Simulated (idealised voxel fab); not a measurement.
voxel wiring stack: a process module
Shown is cross-section cut, with a width of 280 nm and square cells of size 5 nm.
A cross-section is a grid of square cells, given in bands from the top down. A band is one or more rows of cells. Top, bottom (nm), then materials left to right with widths (nm); lone material tagged "edge to edge" fills the whole band edge to edge; "empty" = empty space. For the purposes of this specification, 0 denotes the height below which the wafer in its as-received condition is composed wholly of one material, and the lowermost band, lacking a lower limit, extends downward without end, as expressed in "0 -> down". Graded width ("30 to 40"): value in top row of band = first number; value in bottom row = second number; row-to-row change constant. Basically "nothing altered" means that step didn't change any cell in the cross-section. Empty spaces without an open route to the top, at least 8 cells in extent, make up the entry "Closed cavity list"; each is given as width x height at distance, where the distance is measured from the left edge, and all are in nm. Where a step's line continues beyond its settings, the continuation is a remark by the simulator itself on that step. overlay nm: on a step with a mask, how far right of its planned place the mask lay; negative means left.
Set out below are the planned steps of the process
1) RECEIVE (material Si)
2) CONFORMAL_DEP (material SiO2; thk nm 10)
3) DIRECTIONAL_DEP (material TiN; thk nm 5)
4) DIRECTIONAL_DEP (material Ru; thk nm 20)
5) PATTERN (tone cover; mask id METAL_1; material resist; width nm 20; pitch nm 40; thk nm 20; overlay nm 0)
6) DIRECTIONAL_ETCH (etch materials Ru; depth nm 20)
7) DIRECTIONAL_ETCH (etch materials TiN; depth nm 5)
8) STRIP (etch materials resist)
9) FILL_DEP (material SiO2; thk nm 10)
10) CMP (height nm 35)
11) CONFORMAL_DEP (material SiCN; thk nm 5)
12) DIRECTIONAL_DEP (material lowk; thk nm 10)
13) MASKED_ETCH (tone open; mask id PLUG_1; width nm 15; etch materials lowk; depth nm 10; overlay nm 0)
14) MASKED_ETCH (tone open; mask id PLUG_1; width nm 15; etch materials SiCN; depth nm 5; overlay nm 0)
15) CONFORMAL_DEP (material TiN; thk nm 5)
16) FILL_DEP (material Ru; thk nm 10)
17) CMP (height nm 50)
18) CONFORMAL_DEP (material SiCN; thk nm 5)
19) DIRECTIONAL_DEP (material SiO2; thk nm 15)
20) MASKED_ETCH (tone open; mask id METAL_2; width nm 15; pitch nm 40; etch materials SiO2; depth nm 15; overlay nm 0)
21) MASKED_ETCH (tone open; mask id METAL_2; width nm 20; pitch nm 40; etch materials SiCN; depth nm 5; overlay nm 0)
22) CONFORMAL_DEP (material TiN; thk nm 5)
23) FILL_DEP (material Ru; thk nm 10)
24) CMP (height nm 70)
25) EPI (material Ru; thk nm 5)
26) FILL_DEP (material SiCN; thk nm 5)
Same starting wafers, different width nm at step 20. Plan value belongs to the first wafer.
Incoming state of the first of several wafers in cross-section: after step 1
> 0 -> down | Si edge to edge
> Closed cavity list: none
each wafer at the end: cells of each material gained (+) or lost (-) since it was received, then its closed voids
width nm 15; +50 Ru; +205 SiCN; +502 SiO2; +33 TiN; +106 lowk; Closed cavity list: none
width nm 20; +58 Ru; +201 SiCN; +496 SiO2; +35 TiN; +106 lowk; Closed cavity list: none
width nm 25; +64 Ru; +199 SiCN; +490 SiO2; +37 TiN; +106 lowk; Closed cavity list: none
